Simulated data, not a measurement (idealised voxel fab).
This is a process module. Its name is voxel wiring stack.
Square cells of 5 nm make up the cross-section cut, whose width is 290 nm.
Each cross-section below is a grid of square cells, stated as bands in top-down order, with one or more rows of cells making up each band.
Heights first: top, then bottom, in nm. Then materials, left to right, each with a width in nm. "throughout" on a single material: fills the band edge to edge. "air": empty space.
It should be noted that heights are counted from 0, beneath which the wafer as supplied is of one material throughout, and that the lowest band possesses no lower boundary but continues downward, as written in "0 nm and below".
With a width like "30 to 40", each row of cells in the band differs from the next by the same amount, the top row carrying the first number and the bottom row the second.
Step note "nothing was modified" = no cross-section cell changed.
The label "Enclosed void listing" introduces a list of the empty spaces, 8 cells or larger, that have no open way up to the top; each entry in it reads width x height at distance, where the distance is taken from the left edge and all three are stated in nm.
Note: text after step settings on the step line = simulator remark on that step.
The setting "overlay nm" may be written on the line of a step. When the step uses a mask, the value reports how far to the right of the planned place the mask lay, and a negative value reports that it lay to the left.
# Process steps foreseen in the plan
1. RECEIVE | material Si
2. CONFORMAL_DEP | material SiO2 | thk nm 15
3. DIRECTIONAL_DEP | material TiN | thk nm 5
4. DIRECTIONAL_DEP | material W | thk nm 20
5. DIRECTIONAL_DEP | material aC | thk nm 10
6. PATTERN | tone cover | mask id METAL_1 | material resist | width nm 30 | pitch nm 60 | thk nm 25 | overlay nm 0
7. DIRECTIONAL_ETCH | etch materials aC | depth nm 10
8. STRIP | etch materials resist
9. DIRECTIONAL_ETCH | etch materials W | depth nm 20
10. DIRECTIONAL_ETCH | etch materials TiN | depth nm 5
11. STRIP | etch materials aC
12. FILL_DEP | material SiO2 | thk nm 5
13. CMP | height nm 40
14. CONFORMAL_DEP | material SiCN | thk nm 5
15. DIRECTIONAL_DEP | material lowk | thk nm 30
16. PATTERN | tone open | mask id METAL_2_HOLES | material resist | width nm 15 | pitch nm 120 | thk nm 15 | overlay nm 0
17. DIRECTIONAL_ETCH | etch materials lowk | depth nm 30
18. STRIP | etch materials resist
19. PATTERN | tone open | mask id METAL_2 | material resist | width nm 30 | pitch nm 60 | thk nm 20 | overlay nm 0
20. DIRECTIONAL_ETCH | etch materials lowk | depth nm 20
21. DIRECTIONAL_ETCH | etch materials SiCN | depth nm 5
22. STRIP | etch materials resist
23. CONFORMAL_DEP | material TiN | thk nm 5
24. FILL_DEP | material Cu | thk nm 10
25. CMP | height nm 75
26. CONFORMAL_DEP | material SiCN | thk nm 5
27. DIRECTIONAL_DEP | material SiO2 | thk nm 15
28. PATTERN | tone open | mask id PLUG_2 | material resist | width nm 15 | pitch nm 60 | thk nm 15 | overlay nm 0
29. DIRECTIONAL_ETCH | etch materials SiO2 | depth nm 15
30. DIRECTIONAL_ETCH | etch materials SiCN | depth nm 5
31. STRIP | etch materials resist
32. EPI | material Ru | thk nm 10
33. EPI | material Ru | thk nm 10
34. DIRECTIONAL_DEP | material TiN | thk nm 5
35. DIRECTIONAL_DEP | material W | thk nm 20
36. DIRECTIONAL_DEP | material aC | thk nm 10
37. PATTERN | tone cover | mask id METAL_3 | material resist | width nm 30 | pitch nm 60 | thk nm 25 | overlay nm 0
38. DIRECTIONAL_ETCH | etch materials aC | depth nm 10
39. STRIP | etch materials resist
40. DIRECTIONAL_ETCH | etch materials W | depth nm 20
41. DIRECTIONAL_ETCH | etch materials TiN | depth nm 5
42. STRIP | etch materials aC
43. FILL_DEP | material lowk | thk nm 5
44. CMP | height nm 120
45. CONFORMAL_DEP | material SiCN | thk nm 5
# First of two wafers, with the run carried out as planned
# So this is the incoming wafer in cross-section - it's already been through step 1
    0 nm and below: Si throughout
    Enclosed void listing: none
# Once step 2 is through, the wafer looks like this in cross-section
    15 nm to 0 nm: SiO2 throughout
    Below 0, no change.
# Once step 3 is through, the wafer looks like this in cross-section
    20 nm to 15 nm: TiN throughout
    Below 15, no change.
# Once step 4 is through, the wafer looks like this in cross-section
    40 nm to 20 nm: W throughout
    Below 20, no change.
# Once step 5 is through, the wafer looks like this in cross-section
    50 nm to 40 nm: aC throughout
    Below 40, no change.
# Once step 6 is through, the wafer looks like this in cross-section
    75 nm to 50 nm: air 70; resist 30; air 30; resist 30; air 30; resist 30; air 70
    Below 50, no change.
# Once step 7 is through, the wafer looks like this in cross-section
    65 nm to 50 nm: air 70; resist 30; air 30; resist 30; air 30; resist 30; air 70
    50 nm to 40 nm: air 70; aC 30; air 30; aC 30; air 30; aC 30; air 70
    Below 40, no change.
# Once step 8 is through, the wafer looks like this in cross-section
    50 nm to 40 nm: air 70; aC 30; air 30; aC 30; air 30; aC 30; air 70
    Below 40, no change.
# Once step 9 is through, the wafer looks like this in cross-section
    50 nm to 40 nm: air 70; aC 30; air 30; aC 30; air 30; aC 30; air 70
    40 nm to 20 nm: air 70; W 30; air 30; W 30; air 30; W 30; air 70
    Below 20, no change.
# Once step 10 is through, the wafer looks like this in cross-section
    50 nm to 40 nm: air 70; aC 30; air 30; aC 30; air 30; aC 30; air 70
    40 nm to 20 nm: air 70; W 30; air 30; W 30; air 30; W 30; air 70
    20 nm to 15 nm: air 70; TiN 30; air 30; TiN 30; air 30; TiN 30; air 70
    Below 15, no change.
# Once step 11 is through, the wafer looks like this in cross-section
    40 nm to 20 nm: air 70; W 30; air 30; W 30; air 30; W 30; air 70
    Below 20, no change.
# Once step 12 is through, the wafer looks like this in cross-section
    45 nm to 40 nm: SiO2 throughout
    40 nm to 20 nm: SiO2 70; W 30; SiO2 30; W 30; SiO2 30; W 30; SiO2 70
    20 nm to 15 nm: SiO2 70; TiN 30; SiO2 30; TiN 30; SiO2 30; TiN 30; SiO2 70
    Below 15, no change.
# Once step 13 is through, the wafer looks like this in cross-section
    40 nm to 20 nm: SiO2 70; W 30; SiO2 30; W 30; SiO2 30; W 30; SiO2 70
    Below 20, no change.
# Once step 14 is through, the wafer looks like this in cross-section
    45 nm to 40 nm: SiCN throughout
    Below 40, no change.
# Once step 15 is through, the wafer looks like this in cross-section
    75 nm to 45 nm: lowk throughout
    Below 45, no change.
# Once step 16 is through, the wafer looks like this in cross-section
    90 nm to 75 nm: resist 70; air 15; resist 105; air 15; resist 85
    Below 75, no change.
# Once step 17 is through, the wafer looks like this in cross-section
    90 nm to 75 nm: resist 70; air 15; resist 105; air 15; resist 85
    75 nm to 45 nm: lowk 70; air 15; lowk 105; air 15; lowk 85
    Below 45, no change.
# Once step 18 is through, the wafer looks like this in cross-section
    75 nm to 45 nm: lowk 70; air 15; lowk 105; air 15; lowk 85
    Below 45, no change.
# Once step 19 is through, the wafer looks like this in cross-section
    95 nm to 75 nm: resist 70; air 30; resist 30; air 30; resist 30; air 30; resist 70
    Below 75, no change.
# Once step 20 is through, the wafer looks like this in cross-section
    95 nm to 75 nm: resist 70; air 30; resist 30; air 30; resist 30; air 30; resist 70
    75 nm to 55 nm: lowk 70; air 30; lowk 30; air 30; lowk 30; air 30; lowk 70
    Below 55, no change.
# Once step 21 is through, the wafer looks like this in cross-section
    95 nm to 75 nm: resist 70; air 30; resist 30; air 30; resist 30; air 30; resist 70
    75 nm to 55 nm: lowk 70; air 30; lowk 30; air 30; lowk 30; air 30; lowk 70
    55 nm to 45 nm: lowk 70; air 15; lowk 105; air 15; lowk 85
    45 nm to 40 nm: SiCN 70; air 15; SiCN 105; air 15; SiCN 85
    Below 40, no change.
# Once step 22 is through, the wafer looks like this in cross-section
    75 nm to 55 nm: lowk 70; air 30; lowk 30; air 30; lowk 30; air 30; lowk 70
    Below 55, no change.
# Once step 23 is through, the wafer looks like this in cross-section
    80 nm to 75 nm: TiN 75; air 20; TiN 40; air 20; TiN 40; air 20; TiN 75
    75 nm to 60 nm: lowk 70; TiN 5; air 20; TiN 5; lowk 30; TiN 5; air 20; TiN 5; lowk 30; TiN 5; air 20; TiN 5; lowk 70
    60 nm to 55 nm: lowk 70; TiN 5; air 5; TiN 20; lowk 30; TiN 30; lowk 30; TiN 5; air 5; TiN 20; lowk 70
    55 nm to 45 nm: lowk 70; TiN 5; air 5; TiN 5; lowk 105; TiN 5; air 5; TiN 5; lowk 85
    45 nm to 40 nm: SiCN 70; TiN 15; SiCN 105; TiN 15; SiCN 85
    Below 40, no change.
# Once step 24 is through, the wafer looks like this in cross-section
    90 nm to 80 nm: Cu throughout
    80 nm to 75 nm: TiN 75; Cu 20; TiN 40; Cu 20; TiN 40; Cu 20; TiN 75
    75 nm to 60 nm: lowk 70; TiN 5; Cu 20; TiN 5; lowk 30; TiN 5; Cu 20; TiN 5; lowk 30; TiN 5; Cu 20; TiN 5; lowk 70
    60 nm to 55 nm: lowk 70; TiN 5; Cu 5; TiN 20; lowk 30; TiN 30; lowk 30; TiN 5; Cu 5; TiN 20; lowk 70
    55 nm to 45 nm: lowk 70; TiN 5; Cu 5; TiN 5; lowk 105; TiN 5; Cu 5; TiN 5; lowk 85
    Below 45, no change.
# Once step 25 is through, the wafer looks like this in cross-section
    75 nm to 60 nm: lowk 70; TiN 5; Cu 20; TiN 5; lowk 30; TiN 5; Cu 20; TiN 5; lowk 30; TiN 5; Cu 20; TiN 5; lowk 70
    Below 60, no change.
# Once step 26 is through, the wafer looks like this in cross-section
    80 nm to 75 nm: SiCN throughout
    Below 75, no change.
# Once step 27 is through, the wafer looks like this in cross-section
    95 nm to 80 nm: SiO2 throughout
    Below 80, no change.
# Once step 28 is through, the wafer looks like this in cross-section
    110 nm to 95 nm: resist 70; air 15; resist 45; air 15; resist 45; air 15; resist 85
    Below 95, no change.
# Once step 29 is through, the wafer looks like this in cross-section
    110 nm to 95 nm: resist 70; air 15; resist 45; air 15; resist 45; air 15; resist 85
    95 nm to 80 nm: SiO2 70; air 15; SiO2 45; air 15; SiO2 45; air 15; SiO2 85
    Below 80, no change.
# Once step 30 is through, the wafer looks like this in cross-section
    110 nm to 95 nm: resist 70; air 15; resist 45; air 15; resist 45; air 15; resist 85
    95 nm to 80 nm: SiO2 70; air 15; SiO2 45; air 15; SiO2 45; air 15; SiO2 85
    80 nm to 75 nm: SiCN 70; air 15; SiCN 45; air 15; SiCN 45; air 15; SiCN 85
    Below 75, no change.
# Once step 31 is through, the wafer looks like this in cross-section
    95 nm to 80 nm: SiO2 70; air 15; SiO2 45; air 15; SiO2 45; air 15; SiO2 85
    Below 80, no change.
# Once step 32 is through, the wafer looks like this in cross-section
    95 nm to 85 nm: SiO2 70; air 15; SiO2 45; air 15; SiO2 45; air 15; SiO2 85
    85 nm to 80 nm: SiO2 70; Ru 15; SiO2 45; Ru 15; SiO2 45; Ru 15; SiO2 85
    80 nm to 75 nm: SiCN 70; Ru 15; SiCN 45; Ru 15; SiCN 45; Ru 15; SiCN 85
    Below 75, no change.
# Once step 33 is through, the wafer looks like this in cross-section
    95 nm to 80 nm: SiO2 70; Ru 15; SiO2 45; Ru 15; SiO2 45; Ru 15; SiO2 85
    Below 80, no change.
# Once step 34 is through, the wafer looks like this in cross-section
    100 nm to 95 nm: TiN throughout
    Below 95, no change.
# Once step 35 is through, the wafer looks like this in cross-section
    120 nm to 100 nm: W throughout
    Below 100, no change.
# Once step 36 is through, the wafer looks like this in cross-section
    130 nm to 120 nm: aC throughout
    Below 120, no change.
# Once step 37 is through, the wafer looks like this in cross-section
    155 nm to 130 nm: air 70; resist 30; air 30; resist 30; air 30; resist 30; air 70
    Below 130, no change.
# Once step 38 is through, the wafer looks like this in cross-section
    145 nm to 130 nm: air 70; resist 30; air 30; resist 30; air 30; resist 30; air 70
    130 nm to 120 nm: air 70; aC 30; air 30; aC 30; air 30; aC 30; air 70
    Below 120, no change.
# Once step 39 is through, the wafer looks like this in cross-section
    130 nm to 120 nm: air 70; aC 30; air 30; aC 30; air 30; aC 30; air 70
    Below 120, no change.
# Once step 40 is through, the wafer looks like this in cross-section
    130 nm to 120 nm: air 70; aC 30; air 30; aC 30; air 30; aC 30; air 70
    120 nm to 100 nm: air 70; W 30; air 30; W 30; air 30; W 30; air 70
    Below 100, no change.
# Once step 41 is through, the wafer looks like this in cross-section
    130 nm to 120 nm: air 70; aC 30; air 30; aC 30; air 30; aC 30; air 70
    120 nm to 100 nm: air 70; W 30; air 30; W 30; air 30; W 30; air 70
    100 nm to 95 nm: air 70; TiN 30; air 30; TiN 30; air 30; TiN 30; air 70
    Below 95, no change.
# Once step 42 is through, the wafer looks like this in cross-section
    120 nm to 100 nm: air 70; W 30; air 30; W 30; air 30; W 30; air 70
    Below 100, no change.
# Once step 43 is through, the wafer looks like this in cross-section
    125 nm to 120 nm: lowk throughout
    120 nm to 100 nm: lowk 70; W 30; lowk 30; W 30; lowk 30; W 30; lowk 70
    100 nm to 95 nm: lowk 70; TiN 30; lowk 30; TiN 30; lowk 30; TiN 30; lowk 70
    Below 95, no change.
# Once step 44 is through, the wafer looks like this in cross-section
    120 nm to 100 nm: lowk 70; W 30; lowk 30; W 30; lowk 30; W 30; lowk 70
    Below 100, no change.
# Once step 45 is through, the wafer looks like this in cross-section
    125 nm to 120 nm: SiCN throughout
    Below 120, no change.
# Here the second wafer is described. Its start and its plan were those of the first wafer. Its run contained one mistake. Up to and including step 2, it did exactly what the first wafer did
Cross-sectional representation of the second wafer at the time designated in the plan for the completion of step 3: nothing was modified
# Cross-sectional representation of the second wafer at the time designated in the plan for the completion of step 4
    35 nm to 15 nm: W throughout
    Below 15, no change.
# Cross-sectional representation of the second wafer at the time designated in the plan for the completion of step 5
    45 nm to 35 nm: aC throughout
    Below 35, no change.
# Cross-sectional representation of the second wafer at the time designated in the plan for the completion of step 6
    70 nm to 45 nm: air 70; resist 30; air 30; resist 30; air 30; resist 30; air 70
    Below 45, no change.
# Cross-sectional representation of the second wafer at the time designated in the plan for the completion of step 7
    60 nm to 45 nm: air 70; resist 30; air 30; resist 30; air 30; resist 30; air 70
    45 nm to 35 nm: air 70; aC 30; air 30; aC 30; air 30; aC 30; air 70
    Below 35, no change.
# Cross-sectional representation of the second wafer at the time designated in the plan for the completion of step 8
    45 nm to 35 nm: air 70; aC 30; air 30; aC 30; air 30; aC 30; air 70
    Below 35, no change.
# Cross-sectional representation of the second wafer at the time designated in the plan for the completion of step 9
    45 nm to 35 nm: air 70; aC 30; air 30; aC 30; air 30; aC 30; air 70
    35 nm to 15 nm: air 70; W 30; air 30; W 30; air 30; W 30; air 70
    Below 15, no change.
Cross-sectional representation of the second wafer at the time designated in the plan for the completion of step 10: nothing was modified
# Cross-sectional representation of the second wafer at the time designated in the plan for the completion of step 11
    35 nm to 15 nm: air 70; W 30; air 30; W 30; air 30; W 30; air 70
    Below 15, no change.
# Cross-sectional representation of the second wafer at the time designated in the plan for the completion of step 12
    40 nm to 35 nm: SiO2 throughout
    35 nm to 15 nm: SiO2 70; W 30; SiO2 30; W 30; SiO2 30; W 30; SiO2 70
    Below 15, no change.
Cross-sectional representation of the second wafer at the time designated in the plan for the completion of step 13: nothing was modified
# Cross-sectional representation of the second wafer at the time designated in the plan for the completion of step 14
    45 nm to 40 nm: SiCN throughout
    Below 40, no change.
# Cross-sectional representation of the second wafer at the time designated in the plan for the completion of step 15
    75 nm to 45 nm: lowk throughout
    Below 45, no change.
# Cross-sectional representation of the second wafer at the time designated in the plan for the completion of step 16
    90 nm to 75 nm: resist 70; air 15; resist 105; air 15; resist 85
    Below 75, no change.
# Cross-sectional representation of the second wafer at the time designated in the plan for the completion of step 17
    90 nm to 75 nm: resist 70; air 15; resist 105; air 15; resist 85
    75 nm to 45 nm: lowk 70; air 15; lowk 105; air 15; lowk 85
    Below 45, no change.
# Cross-sectional representation of the second wafer at the time designated in the plan for the completion of step 18
    75 nm to 45 nm: lowk 70; air 15; lowk 105; air 15; lowk 85
    Below 45, no change.
# Cross-sectional representation of the second wafer at the time designated in the plan for the completion of step 19
    95 nm to 75 nm: resist 70; air 30; resist 30; air 30; resist 30; air 30; resist 70
    Below 75, no change.
# Cross-sectional representation of the second wafer at the time designated in the plan for the completion of step 20
    95 nm to 75 nm: resist 70; air 30; resist 30; air 30; resist 30; air 30; resist 70
    75 nm to 55 nm: lowk 70; air 30; lowk 30; air 30; lowk 30; air 30; lowk 70
    Below 55, no change.
# Cross-sectional representation of the second wafer at the time designated in the plan for the completion of step 21
    95 nm to 75 nm: resist 70; air 30; resist 30; air 30; resist 30; air 30; resist 70
    75 nm to 55 nm: lowk 70; air 30; lowk 30; air 30; lowk 30; air 30; lowk 70
    55 nm to 45 nm: lowk 70; air 15; lowk 105; air 15; lowk 85
    45 nm to 40 nm: SiCN 70; air 15; SiCN 105; air 15; SiCN 85
    Below 40, no change.
# Cross-sectional representation of the second wafer at the time designated in the plan for the completion of step 22
    75 nm to 55 nm: lowk 70; air 30; lowk 30; air 30; lowk 30; air 30; lowk 70
    Below 55, no change.
# Cross-sectional representation of the second wafer at the time designated in the plan for the completion of step 23
    80 nm to 75 nm: TiN 75; air 20; TiN 40; air 20; TiN 40; air 20; TiN 75
    75 nm to 60 nm: lowk 70; TiN 5; air 20; TiN 5; lowk 30; TiN 5; air 20; TiN 5; lowk 30; TiN 5; air 20; TiN 5; lowk 70
    60 nm to 55 nm: lowk 70; TiN 5; air 5; TiN 20; lowk 30; TiN 30; lowk 30; TiN 5; air 5; TiN 20; lowk 70
    55 nm to 45 nm: lowk 70; TiN 5; air 5; TiN 5; lowk 105; TiN 5; air 5; TiN 5; lowk 85
    45 nm to 40 nm: SiCN 70; TiN 15; SiCN 105; TiN 15; SiCN 85
    Below 40, no change.
# Cross-sectional representation of the second wafer at the time designated in the plan for the completion of step 24
    90 nm to 80 nm: Cu throughout
    80 nm to 75 nm: TiN 75; Cu 20; TiN 40; Cu 20; TiN 40; Cu 20; TiN 75
    75 nm to 60 nm: lowk 70; TiN 5; Cu 20; TiN 5; lowk 30; TiN 5; Cu 20; TiN 5; lowk 30; TiN 5; Cu 20; TiN 5; lowk 70
    60 nm to 55 nm: lowk 70; TiN 5; Cu 5; TiN 20; lowk 30; TiN 30; lowk 30; TiN 5; Cu 5; TiN 20; lowk 70
    55 nm to 45 nm: lowk 70; TiN 5; Cu 5; TiN 5; lowk 105; TiN 5; Cu 5; TiN 5; lowk 85
    Below 45, no change.
# Cross-sectional representation of the second wafer at the time designated in the plan for the completion of step 25
    75 nm to 60 nm: lowk 70; TiN 5; Cu 20; TiN 5; lowk 30; TiN 5; Cu 20; TiN 5; lowk 30; TiN 5; Cu 20; TiN 5; lowk 70
    Below 60, no change.
# Cross-sectional representation of the second wafer at the time designated in the plan for the completion of step 26
    80 nm to 75 nm: SiCN throughout
    Below 75, no change.
# Cross-sectional representation of the second wafer at the time designated in the plan for the completion of step 27
    95 nm to 80 nm: SiO2 throughout
    Below 80, no change.
# Cross-sectional representation of the second wafer at the time designated in the plan for the completion of step 28
    110 nm to 95 nm: resist 70; air 15; resist 45; air 15; resist 45; air 15; resist 85
    Below 95, no change.
# Cross-sectional representation of the second wafer at the time designated in the plan for the completion of step 29
    110 nm to 95 nm: resist 70; air 15; resist 45; air 15; resist 45; air 15; resist 85
    95 nm to 80 nm: SiO2 70; air 15; SiO2 45; air 15; SiO2 45; air 15; SiO2 85
    Below 80, no change.
# Cross-sectional representation of the second wafer at the time designated in the plan for the completion of step 30
    110 nm to 95 nm: resist 70; air 15; resist 45; air 15; resist 45; air 15; resist 85
    95 nm to 80 nm: SiO2 70; air 15; SiO2 45; air 15; SiO2 45; air 15; SiO2 85
    80 nm to 75 nm: SiCN 70; air 15; SiCN 45; air 15; SiCN 45; air 15; SiCN 85
    Below 75, no change.
# Cross-sectional representation of the second wafer at the time designated in the plan for the completion of step 31
    95 nm to 80 nm: SiO2 70; air 15; SiO2 45; air 15; SiO2 45; air 15; SiO2 85
    Below 80, no change.
# Cross-sectional representation of the second wafer at the time designated in the plan for the completion of step 32
    95 nm to 85 nm: SiO2 70; air 15; SiO2 45; air 15; SiO2 45; air 15; SiO2 85
    85 nm to 80 nm: SiO2 70; Ru 15; SiO2 45; Ru 15; SiO2 45; Ru 15; SiO2 85
    80 nm to 75 nm: SiCN 70; Ru 15; SiCN 45; Ru 15; SiCN 45; Ru 15; SiCN 85
    Below 75, no change.
# Cross-sectional representation of the second wafer at the time designated in the plan for the completion of step 33
    95 nm to 80 nm: SiO2 70; Ru 15; SiO2 45; Ru 15; SiO2 45; Ru 15; SiO2 85
    Below 80, no change.
# Cross-sectional representation of the second wafer at the time designated in the plan for the completion of step 34
    100 nm to 95 nm: TiN throughout
    Below 95, no change.
# Cross-sectional representation of the second wafer at the time designated in the plan for the completion of step 35
    120 nm to 100 nm: W throughout
    Below 100, no change.
# Cross-sectional representation of the second wafer at the time designated in the plan for the completion of step 36
    130 nm to 120 nm: aC throughout
    Below 120, no change.
# Cross-sectional representation of the second wafer at the time designated in the plan for the completion of step 37
    155 nm to 130 nm: air 70; resist 30; air 30; resist 30; air 30; resist 30; air 70
    Below 130, no change.
# Cross-sectional representation of the second wafer at the time designated in the plan for the completion of step 38
    145 nm to 130 nm: air 70; resist 30; air 30; resist 30; air 30; resist 30; air 70
    130 nm to 120 nm: air 70; aC 30; air 30; aC 30; air 30; aC 30; air 70
    Below 120, no change.
# Cross-sectional representation of the second wafer at the time designated in the plan for the completion of step 39
    130 nm to 120 nm: air 70; aC 30; air 30; aC 30; air 30; aC 30; air 70
    Below 120, no change.
# Cross-sectional representation of the second wafer at the time designated in the plan for the completion of step 40
    130 nm to 120 nm: air 70; aC 30; air 30; aC 30; air 30; aC 30; air 70
    120 nm to 100 nm: air 70; W 30; air 30; W 30; air 30; W 30; air 70
    Below 100, no change.
# Cross-sectional representation of the second wafer at the time designated in the plan for the completion of step 41
    130 nm to 120 nm: air 70; aC 30; air 30; aC 30; air 30; aC 30; air 70
    120 nm to 100 nm: air 70; W 30; air 30; W 30; air 30; W 30; air 70
    100 nm to 95 nm: air 70; TiN 30; air 30; TiN 30; air 30; TiN 30; air 70
    Below 95, no change.
# Cross-sectional representation of the second wafer at the time designated in the plan for the completion of step 42
    120 nm to 100 nm: air 70; W 30; air 30; W 30; air 30; W 30; air 70
    Below 100, no change.
# Cross-sectional representation of the second wafer at the time designated in the plan for the completion of step 43
    125 nm to 120 nm: lowk throughout
    120 nm to 100 nm: lowk 70; W 30; lowk 30; W 30; lowk 30; W 30; lowk 70
    100 nm to 95 nm: lowk 70; TiN 30; lowk 30; TiN 30; lowk 30; TiN 30; lowk 70
    Below 95, no change.
# Cross-sectional representation of the second wafer at the time designated in the plan for the completion of step 44
    120 nm to 100 nm: lowk 70; W 30; lowk 30; W 30; lowk 30; W 30; lowk 70
    Below 100, no change.
# Cross-sectional representation of the second wafer at the time designated in the plan for the completion of step 45
    125 nm to 120 nm: SiCN throughout
    Below 120, no change.
Run error: plan step 3: skipped, not run
Final difference in cells, second wafer against first, listed per material as more or fewer: SiO2 +18 | TiN -18
